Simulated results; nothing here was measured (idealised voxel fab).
Documented hereafter: the process module known as voxel spacer lines.
In the cross-section labelled cut, the width is 190 nm and each square cell is 5 nm.
Heads up, the way a cross-section reads in here is a grid of square cells, handed over as bands from the top down, with every band being one or more rows of cells. A band entry consists of two parts. The first gives the height of the band's top and the height of its bottom, in nm. The rest lists the band's materials from left to right, each with its width in nm. A single material labelled with the word "everywhere" fills the band from edge to edge, and the word "air" marks empty space. All heights in this document are referenced to 0, defined as the level beneath which the wafer, as received, consists entirely of one material. The lowest band is not bounded below; it extends indefinitely downward and is written in the form "0 nm and below". Think of "30->40" as a width that walks from the first number to the second as you go down the band, top row to bottom row, taking equal-sized steps from row to row. Where a step carries "left unchanged", the cross-section came out of it unchanged, cell for cell. In "Closed-off voids" the enclosed voids are listed, meaning empty spaces of 8 cells or larger without any opening to the top. The form is width x height at distance, distance from the left edge, units nm. Heads up: the bit after the settings on a step's line is the simulator's remark on that step. Regarding "overlay nm": on a step with a mask, it is the distance the mask lay to the right of its planned place; a negative value places it to the left.

Below is the list of planned process steps:
1) RECEIVE: material Si
2) CONFORMAL_DEP: material Al2O3, thk nm 5
3) DIRECTIONAL_DEP: material TiN, thk nm 15
4) DIRECTIONAL_DEP: material aC, thk nm 20
5) PATTERN: tone cover, mask id MANDREL, material resist, width nm 15, pitch nm 50, thk nm 30, overlay nm 0
6) DIRECTIONAL_ETCH: etch materials aC, depth nm 20
7) STRIP: etch materials resist
8) CONFORMAL_DEP: material SiN, thk nm 10
9) DIRECTIONAL_ETCH: etch materials SiN, depth nm 10
10) STRIP: etch materials aC
11) DIRECTIONAL_ETCH: etch materials TiN, depth nm 15
12) STRIP: etch materials SiN

Wafer at receipt (post step 1), cross-section:
* 0 nm and below: Si everywhere
* Closed-off voids: none

Cross-section taken at module completion on the first of two wafers; processed per the plan:
* 20 nm to 5 nm: 50 of air; 10 of TiN; 15 of air; 10 of TiN; 15 of air; 10 of TiN; 15 of air; 10 of TiN; 55 of air
* 5 nm to 0 nm: Al2O3 everywhere
* 0 nm and below: Si everywhere
* Closed-off voids: none

second wafer at the end: like start, like plan, one mistake:
* 35 nm to 20 nm: 50 of air; 10 of TiN; 15 of air; 10 of TiN; 15 of air; 10 of TiN; 15 of air; 10 of TiN; 55 of air
* 20 nm to 5 nm: TiN everywhere
* 5 nm to 0 nm: Al2O3 everywhere
* 0 nm and below: Si everywhere
* Closed-off voids: none
In executing the process, a mistake was made relative to the plan: it should be noted that step 3 of the plan was executed twice
The final cell counts differ between the wafers, with the second having more or fewer of some materials than the first: TiN +114
